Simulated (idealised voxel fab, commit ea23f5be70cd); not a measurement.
Title: Process Module voxel air gaps
Cross-section cut: width 210 nm, square cells of 5 nm.
A cross-section is a grid of square cells, given in bands from the top down. A band is one or more rows of cells.
A band entry consists of two parts. The first gives the height of the band's top and the height of its bottom, in nm. The rest lists the band's materials from left to right, each with its width in nm. A single material labelled with the word "throughout" fills the band from edge to edge, and the word "empty" marks empty space.
The level at which height equals 0 is the one under which the wafer, as it arrives, is entirely one material. No lower edge exists for the bottom band, which continues downward and is notated as in "0 and below".
Quick explanation for "30..40": the width changes in equal steps down the rows of cells, from the first number in the band's top row to the second number in its bottom row.
Where the words "everything unchanged" appear for a step, the cross-section shows no cell changed by that step; every cell remained as before.
"Enclosed internal cavities" means: voids of 8 cells or more that are shut off from the top with no open way through. Written width x height at distance, distance from the left edge, in nm.
That trailing text on a step's line, after the settings, is the simulator's own remark on the step.
overlay nm: for a step with a mask, the amount by which the mask lay right of where it was planned; a negative amount means left of it.

# Set out below are the planned steps of the process
- 1: RECEIVE: material Si
- 2: CONFORMAL_DEP: material SiO2, thk nm 10
- 3: CONFORMAL_DEP: material SiN, thk nm 5
- 4: DIRECTIONAL_DEP: material SiO2, thk nm 30
- 5: PATTERN: tone open, mask id LINES, material resist, width nm 20, pitch nm 45, thk nm 20, overlay nm 0
- 6: DIRECTIONAL_ETCH: etch materials SiO2, depth nm 30
- 7: STRIP: etch materials resist
- 8: CONFORMAL_DEP: material TiN, thk nm 5
- 9: FILL_DEP: material Cu, thk nm 10
- 10: CMP: height nm 45
- 11: EPI: material Ru, thk nm 10
- 12: SELECTIVE_ETCH: etch materials SiO2, depth nm 40
- 13: CONFORMAL_DEP: material SiCN, thk nm 5

# Incoming wafer in cross-section (state: after step 1)
	0 and below  Si throughout
	Enclosed internal cavities: none

# Module complete - cross-section of the first of two wafers, run according to plan
	60 down to 55  empty 10 nm, SiCN 185 nm, empty 15 nm
	55 down to 45  empty 10 nm, SiCN 5 nm, Ru 40 nm, SiCN 5 nm, Ru 40 nm, SiCN 5 nm, Ru 40 nm, SiCN 5 nm, Ru 40 nm, SiCN 5 nm, empty 15 nm
	45 down to 40  empty 10 nm, SiCN 15 nm, TiN 5 nm, Cu 10 nm, TiN 5 nm, SiCN 25 nm, TiN 5 nm, Cu 10 nm, TiN 5 nm, SiCN 25 nm, TiN 5 nm, Cu 10 nm, TiN 5 nm, SiCN 25 nm, TiN 5 nm, Cu 10 nm, TiN 5 nm, SiCN 15 nm, empty 15 nm
	40 down to 20  empty 20 nm, SiCN 5 nm, TiN 5 nm, Cu 10 nm, TiN 5 nm, SiCN 5 nm, empty 15 nm, SiCN 5 nm, TiN 5 nm, Cu 10 nm, TiN 5 nm, SiCN 5 nm, empty 15 nm, SiCN 5 nm, TiN 5 nm, Cu 10 nm, TiN 5 nm, SiCN 5 nm, empty 15 nm, SiCN 5 nm, TiN 5 nm, Cu 10 nm, TiN 5 nm, SiCN 5 nm, empty 25 nm
	20 down to 15  SiCN 25 nm, TiN 20 nm, SiCN 25 nm, TiN 20 nm, SiCN 25 nm, TiN 20 nm, SiCN 25 nm, TiN 20 nm, SiCN 30 nm
	15 down to 10  SiN throughout
	10 down to 0  SiO2 throughout
	0 and below  Si throughout
	Enclosed internal cavities: 15 x 20 at 50; 15 x 20 at 95; 15 x 20 at 140

# Cross-sectional view: second of two wafers, end of module; start and plan identical to the first, one mistake in running
	55 down to 45  empty 15 nm, Ru 40 nm, empty 5 nm, Ru 40 nm, empty 5 nm, Ru 40 nm, empty 5 nm, Ru 40 nm, empty 20 nm
	45 down to 20  empty 25 nm, TiN 5 nm, Cu 10 nm, TiN 5 nm, empty 25 nm, TiN 5 nm, Cu 10 nm, TiN 5 nm, empty 25 nm, TiN 5 nm, Cu 10 nm, TiN 5 nm, empty 25 nm, TiN 5 nm, Cu 10 nm, TiN 5 nm, empty 30 nm
	20 down to 15  empty 25 nm, TiN 20 nm, empty 25 nm, TiN 20 nm, empty 25 nm, TiN 20 nm, empty 25 nm, TiN 20 nm, empty 30 nm
	15 down to 10  SiN throughout
	10 down to 0  SiO2 throughout
	0 and below  Si throughout
	Enclosed internal cavities: none
What was done differently from what was planned? plan step 13 was not performed, having been skipped
Count the cells at the end and the second wafer has more or fewer of some materials than the first: 126 fewer of SiCN
Note - end result: 3 closed voids (first wafer), 0 closed voids (second wafer).
